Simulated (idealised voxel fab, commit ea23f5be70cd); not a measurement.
Module name: voxel transistor to metal (process module)
Each square cell in cross-section cut measures 5 nm, and the section as a whole is 150 nm wide.
Cross-section, as written here: a square-cell grid given band by band from the top down, where a band holds one or more rows of cells.
A band entry consists of two parts. The first gives the height of the band's top and the height of its bottom, in nm. The rest lists the band's materials from left to right, each with its width in nm. A single material labelled with the word "all across" fills the band from edge to edge, and the word "air" marks empty space.
For the purposes of this specification, 0 denotes the height below which the wafer in its as-received condition is composed wholly of one material, and the lowermost band, lacking a lower limit, extends downward without end, as expressed in "0..down".
It should be noted that a width expressed as "30..40" varies in equal increments from row to row of cells within the band, taking the value of the first number at the top row and that of the second number at the bottom row.
Where the words "nothing changed" appear for a step, the cross-section shows no cell changed by that step; every cell remained as before.
Empty spaces without an open route to the top, at least 8 cells in extent, make up the entry "Entrapped void list"; each is given as width x height at distance, where the distance is measured from the left edge, and all are in nm.
On each step's line, the part that comes after the settings is the simulator's own comment on the step.
For masked steps, "overlay nm" on the step line gives how far right of plan the mask actually lay; a minus sign means it lay to the left.
# Intended process steps
- 1: RECEIVE (material Si)
- 2: OXIDIZE (depth nm 5)
- 3: CONFORMAL_DEP (material SiN; thk nm 10)
- 4: MASKED_ETCH (tone cover; mask id ACTIVE; width nm 115; etch materials SiN; depth nm 10; overlay nm 0)
- 5: MASKED_ETCH (tone cover; mask id ACTIVE; width nm 115; etch materials SiO2; depth nm 5; overlay nm 0)
- 6: MASKED_ETCH (tone cover; mask id ACTIVE; width nm 115; etch materials Si; depth nm 25; overlay nm 0)
- 7: OXIDIZE (depth nm 5)
- 8: FILL_DEP (material SiO2; thk nm 10)
- 9: CMP (height nm 10)
- 10: SELECTIVE_ETCH (etch materials SiO2; depth nm 5)
- 11: STRIP (etch materials SiN)
- 12: SELECTIVE_ETCH (etch materials SiO2; depth nm 5)
- 13: OXIDIZE (depth nm 5)
- 14: DIRECTIONAL_DEP (material polySi; thk nm 30)
- 15: DIRECTIONAL_DEP (material SiCN; thk nm 15)
- 16: DIRECTIONAL_DEP (material aC; thk nm 15)
- 17: PATTERN (tone cover; mask id GATE; material resist; width nm 25; thk nm 35; overlay nm 0)
- 18: DIRECTIONAL_ETCH (etch materials aC; depth nm 15)
- 19: STRIP (etch materials resist)
- 20: DIRECTIONAL_ETCH (etch materials SiCN; depth nm 25)
- 21: DIRECTIONAL_ETCH (etch materials polySi; depth nm 40)
- 22: STRIP (etch materials aC)
- 23: CONFORMAL_DEP (material SiN; thk nm 5)
- 24: DIRECTIONAL_ETCH (etch materials SiN; depth nm 5)
- 25: DIRECTIONAL_ETCH (etch materials SiO2; depth nm 5)
- 26: EPI (material nSi; thk nm 5)
- 27: FILL_DEP (material SiO2; thk nm 10)
- 28: CMP (height nm 25)
- 29: STRIP (etch materials polySi)
- 30: SELECTIVE_ETCH (etch materials SiO2; depth nm 5)
- 31: CONFORMAL_DEP (material HfO2; thk nm 5)
- 32: CONFORMAL_DEP (material TiN; thk nm 5)
- 33: FILL_DEP (material W; thk nm 5)
- 34: CMP (height nm 20)
- 35: DIRECTIONAL_DEP (material SiO2; thk nm 10)
- 36: DIRECTIONAL_DEP (material aC; thk nm 10)
- 37: PATTERN (tone open; mask id CONTACT; material resist; width nm 20; pitch nm 85; thk nm 25; overlay nm 0)
- 38: DIRECTIONAL_ETCH (etch materials aC; depth nm 10)
- 39: STRIP (etch materials resist)
- 40: DIRECTIONAL_ETCH (etch materials SiO2; depth nm 35)
- 41: STRIP (etch materials aC)
- 42: CONFORMAL_DEP (material TiN; thk nm 5)
- 43: FILL_DEP (material W; thk nm 10)
- 44: CMP (height nm 30)
- 45: DIRECTIONAL_DEP (material TiN; thk nm 5)
- 46: DIRECTIONAL_DEP (material W; thk nm 15)
- 47: DIRECTIONAL_DEP (material aC; thk nm 15)
- 48: PATTERN (tone cover; mask id METAL_1; material resist; width nm 20; pitch nm 85; thk nm 30; overlay nm 0)
- 49: DIRECTIONAL_ETCH (etch materials aC; depth nm 15)
- 50: STRIP (etch materials resist)
- 51: DIRECTIONAL_ETCH (etch materials W; depth nm 15)
- 52: DIRECTIONAL_ETCH (etch materials TiN; depth nm 5)
- 53: STRIP (etch materials aC)
- 54: CONFORMAL_DEP (material SiCN; thk nm 5)
- 55: FILL_DEP (material lowk; thk nm 10)
- 56: CMP (height nm 50)
- 57: CONFORMAL_DEP (material SiCN; thk nm 5)
- 58: DIRECTIONAL_DEP (material lowk; thk nm 35)
- 59: PATTERN (tone open; mask id METAL_2; material resist; width nm 20; pitch nm 85; thk nm 20; overlay nm 0)
- 60: DIRECTIONAL_ETCH (etch materials lowk; depth nm 20)
- 61: STRIP (etch materials resist)
- 62: DIRECTIONAL_DEP (material aC; thk nm 15)
- 63: PATTERN (tone open; mask id METAL_2_HOLES; material resist; width nm 15; pitch nm 85; thk nm 35; overlay nm 0)
- 64: DIRECTIONAL_ETCH (etch materials aC; depth nm 15)
- 65: STRIP (etch materials resist)
- 66: DIRECTIONAL_ETCH (etch materials lowk; depth nm 15)
- 67: DIRECTIONAL_ETCH (etch materials SiCN; depth nm 5)
- 68: STRIP (etch materials aC)
- 69: CONFORMAL_DEP (material TiN; thk nm 5)
- 70: FILL_DEP (material Cu; thk nm 10)
- 71: CMP (height nm 90)
- 72: CONFORMAL_DEP (material SiCN; thk nm 5)
# The cross-section here shows the wafer as received, i.e. in its state after step 1
* 0..down  Si all across
* Entrapped void list: none
# Looking at the first of two wafers in cross-section at end of module - ran to plan
* 95..90  SiCN all across
* 90..75  lowk=20; TiN=5; Cu=10; TiN=5; lowk=65; TiN=5; Cu=10; TiN=5; lowk=25
* 75..70  lowk=20; TiN=5; Cu=5; TiN=10; lowk=65; TiN=5; Cu=5; TiN=10; lowk=25
* 70..55  lowk=20; TiN=5; Cu=5; TiN=5; lowk=70; TiN=5; Cu=5; TiN=5; lowk=30
* 55..50  SiCN=20; TiN=15; SiCN=70; TiN=15; SiCN=30
* 50..35  lowk=15; SiCN=5; W=20; SiCN=5; lowk=55; SiCN=5; W=20; SiCN=5; lowk=20
* 35..30  SiCN=20; TiN=20; SiCN=65; TiN=20; SiCN=25
* 30..20  SiO2=20; TiN=5; W=10; TiN=5; SiO2=65; TiN=5; W=10; TiN=5; SiO2=25
* 20..0  SiO2=20; TiN=5; W=10; TiN=5; SiO2=15; SiN=5; HfO2=5; TiN=5; W=5; TiN=5; HfO2=5; SiN=5; SiO2=15; TiN=5; W=10; TiN=5; SiO2=25
* 0..-5  SiO2=10; SiN=5; SiO2=5; TiN=20; SiO2=15; SiN=5; HfO2=5; TiN=15; HfO2=5; SiN=5; SiO2=15; TiN=20; SiO2=5; SiN=5; SiO2=15
* -5..-10  SiO2=15; nSi=40; HfO2=35; nSi=40; SiO2=20
* -10..-35  SiO2=20; Si=105; SiO2=25
* -35..down  Si all across
* Entrapped void list: none
# Second of two wafers, module complete, sectioned: it shares the first wafer's start and plan but was run with one mistake
* 95..90  SiCN all across
* 90..75  lowk=20; TiN=5; Cu=10; TiN=5; lowk=65; TiN=5; Cu=10; TiN=5; lowk=25
* 75..70  lowk=20; TiN=5; Cu=5; TiN=10; lowk=65; TiN=5; Cu=5; TiN=10; lowk=25
* 70..55  lowk=20; TiN=5; Cu=5; TiN=5; lowk=70; TiN=5; Cu=5; TiN=5; lowk=30
* 55..50  SiCN=20; TiN=15; SiCN=70; TiN=15; SiCN=30
* 50..40  lowk=15; SiCN=5; W=20; SiCN=5; lowk=55; SiCN=5; W=20; SiCN=5; lowk=20
* 40..35  SiCN=20; TiN=20; SiCN=65; TiN=20; SiCN=25
* 35..30  TiN=25; W=10; TiN=75; W=10; TiN=30
* 30..20  SiO2=20; TiN=5; W=10; TiN=5; SiO2=65; TiN=5; W=10; TiN=5; SiO2=25
* 20..0  SiO2=20; TiN=5; W=10; TiN=5; SiO2=15; SiN=5; HfO2=5; TiN=5; W=5; TiN=5; HfO2=5; SiN=5; SiO2=15; TiN=5; W=10; TiN=5; SiO2=25
* 0..-5  SiO2=10; SiN=5; SiO2=5; TiN=20; SiO2=15; SiN=5; HfO2=5; TiN=15; HfO2=5; SiN=5; SiO2=15; TiN=20; SiO2=5; SiN=5; SiO2=15
* -5..-10  SiO2=15; nSi=40; HfO2=35; nSi=40; SiO2=20
* -10..-35  SiO2=20; Si=105; SiO2=25
* -35..down  Si all across
* Entrapped void list: none
Misprocessing identified: step 44 off recipe, ran as CMP (height nm 35)
FYI, end of process, the second wafer has more or fewer cells of some materials than the first: 4 fewer of SiCN | 26 more of TiN | 4 fewer of W | 18 fewer of lowk
